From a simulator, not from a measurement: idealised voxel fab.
The following process module bears the name voxel spacer lines.
Displayed cross-section: cut, width of 200 nm, square cells sized 5 nm.
Throughout this document, each cross-section is represented as a grid of square cells and is presented as a sequence of bands enumerated from the top downward, where a band comprises one or more rows of cells. Per band: top height and bottom height in nm, followed by the left-to-right materials and their widths in nm; "everywhere" marks a single material spanning edge to edge, "blank" marks empty space. Where do heights start? At 0: under that level the wafer as delivered is made of one material only. And the lowest band has no floor; it just carries on downward, as in "z 0 and below". A width given as "30 to 40" starts at the first number in the band's top row and ends at the second number in its bottom row, shifting by an equal amount at every step from row to row. You'll sometimes find "no change occurred" written for a step, and that's the way of saying that nowhere in the cross-section did a cell change during that step. "Sealed internal voids" means: voids of 8 cells or more that are shut off from the top with no open way through. Written width x height at distance, distance from the left edge, in nm. Anything after a step's settings on that line? It's the simulator's own note about the step. overlay nm: where the mask lay relative to plan, measured to the right, on steps with a mask; negatives go left.
The planned process steps are enumerated hereunder:
- 1: RECEIVE with material Si
- 2: CONFORMAL_DEP with material Al2O3, thk nm 10
- 3: DIRECTIONAL_DEP with material W, thk nm 20
- 4: DIRECTIONAL_DEP with material aC, thk nm 20
- 5: PATTERN with tone cover, mask id MANDREL, material resist, width nm 20, pitch nm 60, thk nm 25, overlay nm 0
- 6: DIRECTIONAL_ETCH with etch materials aC, depth nm 20
- 7: STRIP with etch materials resist
- 8: CONFORMAL_DEP with material SiN, thk nm 10
- 9: DIRECTIONAL_ETCH with etch materials SiN, depth nm 10
- 10: STRIP with etch materials aC
- 11: DIRECTIONAL_ETCH with etch materials W, depth nm 20
- 12: STRIP with etch materials SiN
First wafer out of two, processed as planned:
Cross-sectional view of the wafer in its as-received condition, corresponding to the state after step 1:
  z 0 and below = Si everywhere
  Sealed internal voids: none
So this is the wafer cross-section right after step 2:
  z 10 to 0 = Al2O3 everywhere
  Everything under 0 stays put, no change at all.
So this is the wafer cross-section right after step 3:
  z 30 to 10 = W everywhere
  Everything under 10 stays put, no change at all.
So this is the wafer cross-section right after step 4:
  z 50 to 30 = aC everywhere
  Everything under 30 stays put, no change at all.
So this is the wafer cross-section right after step 5:
  z 75 to 50 = 30 of blank; 20 of resist; 40 of blank; 20 of resist; 40 of blank; 20 of resist; 30 of blank
  Everything under 50 stays put, no change at all.
So this is the wafer cross-section right after step 6:
  z 55 to 50 = 30 of blank; 20 of resist; 40 of blank; 20 of resist; 40 of blank; 20 of resist; 30 of blank
  z 50 to 30 = 30 of blank; 20 of aC; 40 of blank; 20 of aC; 40 of blank; 20 of aC; 30 of blank
  Everything under 30 stays put, no change at all.
So this is the wafer cross-section right after step 7:
  z 50 to 30 = 30 of blank; 20 of aC; 40 of blank; 20 of aC; 40 of blank; 20 of aC; 30 of blank
  Everything under 30 stays put, no change at all.
So this is the wafer cross-section right after step 8:
  z 60 to 50 = 20 of blank; 40 of SiN; 20 of blank; 40 of SiN; 20 of blank; 40 of SiN; 20 of blank
  z 50 to 40 = 20 of blank; 10 of SiN; 20 of aC; 10 of SiN; 20 of blank; 10 of SiN; 20 of aC; 10 of SiN; 20 of blank; 10 of SiN; 20 of aC; 10 of SiN; 20 of blank
  z 40 to 30 = 30 of SiN; 20 of aC; 40 of SiN; 20 of aC; 40 of SiN; 20 of aC; 30 of SiN
  Everything under 30 stays put, no change at all.
So this is the wafer cross-section right after step 9:
  z 50 to 30 = 20 of blank; 10 of SiN; 20 of aC; 10 of SiN; 20 of blank; 10 of SiN; 20 of aC; 10 of SiN; 20 of blank; 10 of SiN; 20 of aC; 10 of SiN; 20 of blank
  Everything under 30 stays put, no change at all.
So this is the wafer cross-section right after step 10:
  z 50 to 30 = 20 of blank; 10 of SiN; 20 of blank; 10 of SiN; 20 of blank; 10 of SiN; 20 of blank; 10 of SiN; 20 of blank; 10 of SiN; 20 of blank; 10 of SiN; 20 of blank
  Everything under 30 stays put, no change at all.
So this is the wafer cross-section right after step 11:
  z 50 to 30 = 20 of blank; 10 of SiN; 20 of blank; 10 of SiN; 20 of blank; 10 of SiN; 20 of blank; 10 of SiN; 20 of blank; 10 of SiN; 20 of blank; 10 of SiN; 20 of blank
  z 30 to 10 = 20 of blank; 10 of W; 20 of blank; 10 of W; 20 of blank; 10 of W; 20 of blank; 10 of W; 20 of blank; 10 of W; 20 of blank; 10 of W; 20 of blank
  Everything under 10 stays put, no change at all.
So this is the wafer cross-section right after step 12:
  z 30 to 10 = 20 of blank; 10 of W; 20 of blank; 10 of W; 20 of blank; 10 of W; 20 of blank; 10 of W; 20 of blank; 10 of W; 20 of blank; 10 of W; 20 of blank
  Everything under 10 stays put, no change at all.
The Second Wafer: Common Origin and Plan, One Mistake in Execution, Identical to the First Through Step 1:
Second wafer: cross-section at the scheduled end of step 2:
  z 20 to 0 = W everywhere
  Everything under 0 stays put, no change at all.
Second wafer: cross-section at the scheduled end of step 3:
  z 30 to 20 = Al2O3 everywhere
  Everything under 20 stays put, no change at all.
Second wafer: cross-section at the scheduled end of step 4:
  z 50 to 30 = aC everywhere
  Everything under 30 stays put, no change at all.
Second wafer: cross-section at the scheduled end of step 5:
  z 75 to 50 = 30 of blank; 20 of resist; 40 of blank; 20 of resist; 40 of blank; 20 of resist; 30 of blank
  Everything under 50 stays put, no change at all.
Second wafer: cross-section at the scheduled end of step 6:
  z 55 to 50 = 30 of blank; 20 of resist; 40 of blank; 20 of resist; 40 of blank; 20 of resist; 30 of blank
  z 50 to 30 = 30 of blank; 20 of aC; 40 of blank; 20 of aC; 40 of blank; 20 of aC; 30 of blank
  Everything under 30 stays put, no change at all.
Second wafer: cross-section at the scheduled end of step 7:
  z 50 to 30 = 30 of blank; 20 of aC; 40 of blank; 20 of aC; 40 of blank; 20 of aC; 30 of blank
  Everything under 30 stays put, no change at all.
Second wafer: cross-section at the scheduled end of step 8:
  z 60 to 50 = 20 of blank; 40 of SiN; 20 of blank; 40 of SiN; 20 of blank; 40 of SiN; 20 of blank
  z 50 to 40 = 20 of blank; 10 of SiN; 20 of aC; 10 of SiN; 20 of blank; 10 of SiN; 20 of aC; 10 of SiN; 20 of blank; 10 of SiN; 20 of aC; 10 of SiN; 20 of blank
  z 40 to 30 = 30 of SiN; 20 of aC; 40 of SiN; 20 of aC; 40 of SiN; 20 of aC; 30 of SiN
  Everything under 30 stays put, no change at all.
Second wafer: cross-section at the scheduled end of step 9:
  z 50 to 30 = 20 of blank; 10 of SiN; 20 of aC; 10 of SiN; 20 of blank; 10 of SiN; 20 of aC; 10 of SiN; 20 of blank; 10 of SiN; 20 of aC; 10 of SiN; 20 of blank
  Everything under 30 stays put, no change at all.
Second wafer: cross-section at the scheduled end of step 10:
  z 50 to 30 = 20 of blank; 10 of SiN; 20 of blank; 10 of SiN; 20 of blank; 10 of SiN; 20 of blank; 10 of SiN; 20 of blank; 10 of SiN; 20 of blank; 10 of SiN; 20 of blank
  Everything under 30 stays put, no change at all.
Second wafer: cross-section at the scheduled end of step 11: no change occurred
Second wafer: cross-section at the scheduled end of step 12:
  z 30 to 20 = Al2O3 everywhere
  Everything under 20 stays put, no change at all.
What was the processing mistake? the intended sequence of steps 2 and 3 was reversed during processing, with each occupying the position of the other
Final wafer comparison in cells, second versus first, more or fewer per material: 112 more of W
